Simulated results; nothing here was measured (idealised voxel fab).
The process module presented herein is designated voxel capacitor over wiring.
Each square cell in cross-section cut measures 5 nm, and the section as a whole is 225 nm wide.
Cross-section format: a grid of square cells, given as bands from top to bottom; each band is one or more rows of cells.
Band: top and bottom heights (nm) first, top before bottom; then materials from left to right, widths in nm. "full width" marks a sole material filling the band edge to edge. "empty" denotes empty space.
Where do heights start? At 0: under that level the wafer as delivered is made of one material only. And the lowest band has no floor; it just carries on downward, as in "0 down".
The width entry "30 to 40" should be interpreted row by row: the top row of cells in the band takes the first number, the bottom row takes the second number, and the change between adjacent rows is uniform throughout.
Where the words "remained the same" appear for a step, the cross-section shows no cell changed by that step; every cell remained as before.
"Enclosed void entries" contains a list of empty spaces, each no smaller than 8 cells and without an open way to the top, written in the form width x height at distance with the distance from the left edge and all three in nm.
The remark found on a step's line after its settings is issued by the simulator itself and pertains to that step.
For masked steps, "overlay nm" on the step line gives how far right of plan the mask actually lay; a minus sign means it lay to the left.
-- These are the steps we planned for the process
step 1: RECEIVE with material Si
step 2: CONFORMAL_DEP with material SiO2, thk nm 10
step 3: DIRECTIONAL_DEP with material TiN, thk nm 5
step 4: DIRECTIONAL_DEP with material Ru, thk nm 15
step 5: DIRECTIONAL_DEP with material aC, thk nm 10
step 6: PATTERN with tone cover, mask id METAL_1, material resist, width nm 30, pitch nm 80, thk nm 25, overlay nm 0
step 7: DIRECTIONAL_ETCH with etch materials aC, depth nm 10
step 8: STRIP with etch materials resist
step 9: DIRECTIONAL_ETCH with etch materials Ru, depth nm 15
step 10: DIRECTIONAL_ETCH with etch materials TiN, depth nm 5
step 11: STRIP with etch materials aC
step 12: CONFORMAL_DEP with material SiCN, thk nm 5
step 13: FILL_DEP with material lowk, thk nm 10
step 14: CMP with height nm 30
step 15: CONFORMAL_DEP with material SiCN, thk nm 5
step 16: DIRECTIONAL_DEP with material SiO2, thk nm 20
step 17: MASKED_ETCH with tone open, mask id PLUG_1, width nm 15, etch materials SiO2, depth nm 20, overlay nm 0
step 18: MASKED_ETCH with tone open, mask id PLUG_1, width nm 15, etch materials SiCN, depth nm 5, overlay nm 0
step 19: EPI with material Ru, thk nm 10
step 20: EPI with material Ru, thk nm 10
step 21: EPI with material Ru, thk nm 5
step 22: DIRECTIONAL_DEP with material TiN, thk nm 10
step 23: DIRECTIONAL_DEP with material Al2O3, thk nm 5
step 24: DIRECTIONAL_DEP with material TiN, thk nm 5
step 25: DIRECTIONAL_DEP with material aC, thk nm 10
step 26: PATTERN with tone cover, mask id UPPER_PLATE, material resist, width nm 55, thk nm 30, overlay nm 0
step 27: DIRECTIONAL_ETCH with etch materials aC, depth nm 10
step 28: STRIP with etch materials resist
step 29: DIRECTIONAL_ETCH with etch materials TiN, depth nm 5
step 30: DIRECTIONAL_ETCH with etch materials Al2O3, depth nm 5
step 31: STRIP with etch materials aC
step 32: PATTERN with tone cover, mask id LOWER_PLATE, material resist, width nm 65, thk nm 15, overlay nm 0
step 33: DIRECTIONAL_ETCH with etch materials TiN, depth nm 10
step 34: STRIP with etch materials resist
step 35: FILL_DEP with material SiO2, thk nm 20
step 36: CMP with height nm 90
step 37: PATTERN with tone open, mask id PLUG_2, material resist, width nm 15, thk nm 20, overlay nm 0
step 38: DIRECTIONAL_ETCH with etch materials SiO2, depth nm 15
step 39: STRIP with etch materials resist
step 40: CONFORMAL_DEP with material TiN, thk nm 5
step 41: FILL_DEP with material Cu, thk nm 10
step 42: CMP with height nm 90
step 43: CONFORMAL_DEP with material SiCN, thk nm 5
-- The first of two wafers, run as planned
-- As received (post step 1): cross-section
0 down  Si full width
Enclosed void entries: none
-- You're looking at a cross-section of the wafer after step 2
10 to 0  SiO2 full width
Below 0, the layers are the same as they were.
-- You're looking at a cross-section of the wafer after step 3
15 to 10  TiN full width
Below 10, the layers are the same as they were.
-- You're looking at a cross-section of the wafer after step 4
30 to 15  Ru full width
Below 15, the layers are the same as they were.
-- You're looking at a cross-section of the wafer after step 5
40 to 30  aC full width
Below 30, the layers are the same as they were.
-- You're looking at a cross-section of the wafer after step 6
65 to 40  empty (55) / resist (30) / empty (50) / resist (30) / empty (60)
Below 40, the layers are the same as they were.
-- You're looking at a cross-section of the wafer after step 7
55 to 40  empty (55) / resist (30) / empty (50) / resist (30) / empty (60)
40 to 30  empty (55) / aC (30) / empty (50) / aC (30) / empty (60)
Below 30, the layers are the same as they were.
-- You're looking at a cross-section of the wafer after step 8
40 to 30  empty (55) / aC (30) / empty (50) / aC (30) / empty (60)
Below 30, the layers are the same as they were.
-- You're looking at a cross-section of the wafer after step 9
40 to 30  empty (55) / aC (30) / empty (50) / aC (30) / empty (60)
30 to 15  empty (55) / Ru (30) / empty (50) / Ru (30) / empty (60)
Below 15, the layers are the same as they were.
-- You're looking at a cross-section of the wafer after step 10
40 to 30  empty (55) / aC (30) / empty (50) / aC (30) / empty (60)
30 to 15  empty (55) / Ru (30) / empty (50) / Ru (30) / empty (60)
15 to 10  empty (55) / TiN (30) / empty (50) / TiN (30) / empty (60)
Below 10, the layers are the same as they were.
-- You're looking at a cross-section of the wafer after step 11
30 to 15  empty (55) / Ru (30) / empty (50) / Ru (30) / empty (60)
Below 15, the layers are the same as they were.
-- You're looking at a cross-section of the wafer after step 12
35 to 30  empty (50) / SiCN (40) / empty (40) / SiCN (40) / empty (55)
30 to 15  empty (50) / SiCN (5) / Ru (30) / SiCN (5) / empty (40) / SiCN (5) / Ru (30) / SiCN (5) / empty (55)
15 to 10  SiCN (55) / TiN (30) / SiCN (50) / TiN (30) / SiCN (60)
Below 10, the layers are the same as they were.
-- You're looking at a cross-section of the wafer after step 13
45 to 35  lowk full width
35 to 30  lowk (50) / SiCN (40) / lowk (40) / SiCN (40) / lowk (55)
30 to 15  lowk (50) / SiCN (5) / Ru (30) / SiCN (5) / lowk (40) / SiCN (5) / Ru (30) / SiCN (5) / lowk (55)
Below 15, the layers are the same as they were.
-- You're looking at a cross-section of the wafer after step 14
30 to 15  lowk (50) / SiCN (5) / Ru (30) / SiCN (5) / lowk (40) / SiCN (5) / Ru (30) / SiCN (5) / lowk (55)
Below 15, the layers are the same as they were.
-- You're looking at a cross-section of the wafer after step 15
35 to 30  SiCN full width
Below 30, the layers are the same as they were.
-- You're looking at a cross-section of the wafer after step 16
55 to 35  SiO2 full width
Below 35, the layers are the same as they were.
-- You're looking at a cross-section of the wafer after step 17
55 to 35  SiO2 (70) / empty (15) / SiO2 (140)
Below 35, the layers are the same as they were.
-- You're looking at a cross-section of the wafer after step 18
55 to 35  SiO2 (70) / empty (15) / SiO2 (140)
35 to 30  SiCN (70) / empty (15) / SiCN (140)
Below 30, the layers are the same as they were.
-- You're looking at a cross-section of the wafer after step 19
55 to 40  SiO2 (70) / empty (15) / SiO2 (140)
40 to 35  SiO2 (70) / Ru (15) / SiO2 (140)
35 to 30  SiCN (70) / Ru (15) / SiCN (140)
Below 30, the layers are the same as they were.
-- You're looking at a cross-section of the wafer after step 20
55 to 50  SiO2 (70) / empty (15) / SiO2 (140)
50 to 35  SiO2 (70) / Ru (15) / SiO2 (140)
Below 35, the layers are the same as they were.
-- You're looking at a cross-section of the wafer after step 21
55 to 35  SiO2 (70) / Ru (15) / SiO2 (140)
Below 35, the layers are the same as they were.
-- You're looking at a cross-section of the wafer after step 22
65 to 55  TiN full width
Below 55, the layers are the same as they were.
-- You're looking at a cross-section of the wafer after step 23
70 to 65  Al2O3 full width
Below 65, the layers are the same as they were.
-- You're looking at a cross-section of the wafer after step 24
75 to 70  TiN full width
Below 70, the layers are the same as they were.
-- You're looking at a cross-section of the wafer after step 25
85 to 75  aC full width
Below 75, the layers are the same as they were.
-- You're looking at a cross-section of the wafer after step 26
115 to 85  empty (70) / resist (55) / empty (100)
Below 85, the layers are the same as they were.
-- You're looking at a cross-section of the wafer after step 27
105 to 85  empty (70) / resist (55) / empty (100)
85 to 75  empty (70) / aC (55) / empty (100)
Below 75, the layers are the same as they were.
-- You're looking at a cross-section of the wafer after step 28
85 to 75  empty (70) / aC (55) / empty (100)
Below 75, the layers are the same as they were.
-- You're looking at a cross-section of the wafer after step 29
85 to 75  empty (70) / aC (55) / empty (100)
75 to 70  empty (70) / TiN (55) / empty (100)
Below 70, the layers are the same as they were.
-- You're looking at a cross-section of the wafer after step 30
85 to 75  empty (70) / aC (55) / empty (100)
75 to 70  empty (70) / TiN (55) / empty (100)
70 to 65  empty (70) / Al2O3 (55) / empty (100)
Below 65, the layers are the same as they were.
-- You're looking at a cross-section of the wafer after step 31
75 to 70  empty (70) / TiN (55) / empty (100)
Below 70, the layers are the same as they were.
-- You're looking at a cross-section of the wafer after step 32
90 to 75  empty (65) / resist (65) / empty (95)
75 to 70  empty (65) / resist (5) / TiN (55) / resist (5) / empty (95)
70 to 65  empty (65) / resist (5) / Al2O3 (55) / resist (5) / empty (95)
Below 65, the layers are the same as they were.
-- You're looking at a cross-section of the wafer after step 33
90 to 75  empty (65) / resist (65) / empty (95)
75 to 70  empty (65) / resist (5) / TiN (55) / resist (5) / empty (95)
70 to 65  empty (65) / resist (5) / Al2O3 (55) / resist (5) / empty (95)
65 to 55  empty (65) / TiN (65) / empty (95)
Below 55, the layers are the same as they were.
-- You're looking at a cross-section of the wafer after step 34
75 to 70  empty (70) / TiN (55) / empty (100)
70 to 65  empty (70) / Al2O3 (55) / empty (100)
Below 65, the layers are the same as they were.
-- You're looking at a cross-section of the wafer after step 35
95 to 75  SiO2 full width
75 to 70  SiO2 (70) / TiN (55) / SiO2 (100)
70 to 65  SiO2 (70) / Al2O3 (55) / SiO2 (100)
65 to 55  SiO2 (65) / TiN (65) / SiO2 (95)
Below 55, the layers are the same as they were.
-- You're looking at a cross-section of the wafer after step 36
90 to 75  SiO2 full width
Below 75, the layers are the same as they were.
-- You're looking at a cross-section of the wafer after step 37
110 to 90  resist (80) / empty (15) / resist (130)
Below 90, the layers are the same as they were.
-- You're looking at a cross-section of the wafer after step 38
110 to 90  resist (80) / empty (15) / resist (130)
90 to 75  SiO2 (80) / empty (15) / SiO2 (130)
Below 75, the layers are the same as they were.
-- You're looking at a cross-section of the wafer after step 39
90 to 75  SiO2 (80) / empty (15) / SiO2 (130)
Below 75, the layers are the same as they were.
-- You're looking at a cross-section of the wafer after step 40
95 to 90  TiN (85) / empty (5) / TiN (135)
90 to 80  SiO2 (80) / TiN (5) / empty (5) / TiN (5) / SiO2 (130)
80 to 70  SiO2 (80 to 70) / TiN (15 to 55) / SiO2 (130 to 100)
Below 70, the layers are the same as they were.
-- You're looking at a cross-section of the wafer after step 41
105 to 95  Cu full width
95 to 90  TiN (85) / Cu (5) / TiN (135)
90 to 80  SiO2 (80) / TiN (5) / Cu (5) / TiN (5) / SiO2 (130)
Below 80, the layers are the same as they were.
-- You're looking at a cross-section of the wafer after step 42
90 to 80  SiO2 (80) / TiN (5) / Cu (5) / TiN (5) / SiO2 (130)
Below 80, the layers are the same as they were.
-- You're looking at a cross-section of the wafer after step 43
95 to 90  SiCN full width
Below 90, the layers are the same as they were.
-- Okay, second wafer. Nothing different at the start, nothing different in the plan, just one mistake somewhere in the running. As far as step 18, counting that step, it's the first wafer all over again
-- when step 20 should have ended
60 to 55  empty (65) / Ru (25) / empty (135)
55 to 35  SiO2 (70) / Ru (15) / SiO2 (140)
35 to 30  SiCN (70) / Ru (15) / SiCN (140)
Below 30, the layers are the same as they were.
-- when step 21 should have ended
65 to 55  empty (60) / Ru (35) / empty (130)
Below 55, the layers are the same as they were.
-- when step 22 should have ended
75 to 65  empty (60) / TiN (35) / empty (130)
65 to 55  TiN (60) / Ru (35) / TiN (130)
Below 55, the layers are the same as they were.
-- when step 23 should have ended
80 to 75  empty (60) / Al2O3 (35) / empty (130)
75 to 70  empty (60) / TiN (35) / empty (130)
70 to 65  Al2O3 (60) / TiN (35) / Al2O3 (130)
Below 65, the layers are the same as they were.
-- when step 24 should have ended
85 to 80  empty (60) / TiN (35) / empty (130)
80 to 75  empty (60) / Al2O3 (35) / empty (130)
75 to 70  TiN full width
Below 70, the layers are the same as they were.
-- when step 25 should have ended
95 to 85  empty (60) / aC (35) / empty (130)
85 to 80  aC (60) / TiN (35) / aC (130)
80 to 75  aC (60) / Al2O3 (35) / aC (130)
Below 75, the layers are the same as they were.
-- when step 26 should have ended
125 to 95  empty (70) / resist (55) / empty (100)
95 to 85  empty (60) / aC (35) / resist (30) / empty (100)
Below 85, the layers are the same as they were.
-- when step 27 should have ended
115 to 95  empty (70) / resist (55) / empty (100)
95 to 85  empty (70) / aC (25) / resist (30) / empty (100)
85 to 80  empty (60) / TiN (35) / aC (30) / empty (100)
80 to 75  empty (60) / Al2O3 (35) / aC (30) / empty (100)
Below 75, the layers are the same as they were.
-- when step 28 should have ended
95 to 85  empty (70) / aC (25) / empty (130)
Below 85, the layers are the same as they were.
-- when step 29 should have ended
95 to 85  empty (70) / aC (25) / empty (130)
85 to 80  empty (70) / TiN (25) / aC (30) / empty (100)
80 to 75  empty (60) / Al2O3 (35) / aC (30) / empty (100)
75 to 70  empty (60) / TiN (65) / empty (100)
Below 70, the layers are the same as they were.
-- when step 30 should have ended
95 to 85  empty (70) / aC (25) / empty (130)
85 to 80  empty (70) / TiN (25) / aC (30) / empty (100)
80 to 75  empty (70) / Al2O3 (25) / aC (30) / empty (100)
75 to 70  empty (60) / TiN (65) / empty (100)
70 to 65  empty (60) / TiN (35) / Al2O3 (30) / empty (100)
Below 65, the layers are the same as they were.
-- when step 31 should have ended
85 to 80  empty (70) / TiN (25) / empty (130)
80 to 75  empty (70) / Al2O3 (25) / empty (130)
Below 75, the layers are the same as they were.
-- when step 32 should have ended
100 to 85  empty (65) / resist (65) / empty (95)
85 to 80  empty (65) / resist (5) / TiN (25) / resist (35) / empty (95)
80 to 75  empty (65) / resist (5) / Al2O3 (25) / resist (35) / empty (95)
75 to 70  empty (60) / TiN (65) / resist (5) / empty (95)
70 to 65  empty (60) / TiN (35) / Al2O3 (30) / resist (5) / empty (95)
Below 65, the layers are the same as they were.
-- when step 33 should have ended
100 to 85  empty (65) / resist (65) / empty (95)
85 to 80  empty (65) / resist (5) / TiN (25) / resist (35) / empty (95)
80 to 75  empty (65) / resist (5) / Al2O3 (25) / resist (35) / empty (95)
75 to 70  empty (65) / TiN (60) / resist (5) / empty (95)
70 to 65  empty (65) / TiN (30) / Al2O3 (30) / resist (5) / empty (95)
65 to 55  empty (60) / Ru (35) / TiN (35) / empty (95)
Below 55, the layers are the same as they were.
-- when step 34 should have ended
85 to 80  empty (70) / TiN (25) / empty (130)
80 to 75  empty (70) / Al2O3 (25) / empty (130)
75 to 70  empty (65) / TiN (60) / empty (100)
70 to 65  empty (65) / TiN (30) / Al2O3 (30) / empty (100)
Below 65, the layers are the same as they were.
-- when step 35 should have ended
105 to 85  SiO2 full width
85 to 80  SiO2 (70) / TiN (25) / SiO2 (130)
80 to 75  SiO2 (70) / Al2O3 (25) / SiO2 (130)
75 to 70  SiO2 (65) / TiN (60) / SiO2 (100)
70 to 65  SiO2 (65) / TiN (30) / Al2O3 (30) / SiO2 (100)
65 to 55  SiO2 (60) / Ru (35) / TiN (35) / SiO2 (95)
Below 55, the layers are the same as they were.
-- when step 36 should have ended
90 to 85  SiO2 full width
Below 85, the layers are the same as they were.
-- when step 37 should have ended
110 to 90  resist (80) / empty (15) / resist (130)
Below 90, the layers are the same as they were.
-- when step 38 should have ended
110 to 90  resist (80) / empty (15) / resist (130)
90 to 85  SiO2 (80) / empty (15) / SiO2 (130)
Below 85, the layers are the same as they were.
-- when step 39 should have ended
90 to 85  SiO2 (80) / empty (15) / SiO2 (130)
Below 85, the layers are the same as they were.
-- when step 40 should have ended
95 to 90  TiN (85) / empty (5) / TiN (135)
90 to 80  SiO2 (80 to 70) / TiN (15 to 25) / SiO2 (130)
Below 80, the layers are the same as they were.
-- when step 41 should have ended
105 to 95  Cu full width
95 to 90  TiN (85) / Cu (5) / TiN (135)
Below 90, the layers are the same as they were.
-- when step 42 should have ended
90 to 80  SiO2 (80 to 70) / TiN (15 to 25) / SiO2 (130)
Below 80, the layers are the same as they were.
-- when step 43 should have ended
95 to 90  SiCN full width
Below 90, the layers are the same as they were.
Against the plan, the run slipped here: ran twice: one of 19 and 20, identical steps, cannot tell which
The final cell counts differ between the wafers, with the second having more or fewer of some materials than the first: Cu -2 | Ru +14 | SiO2 -8 | TiN -4
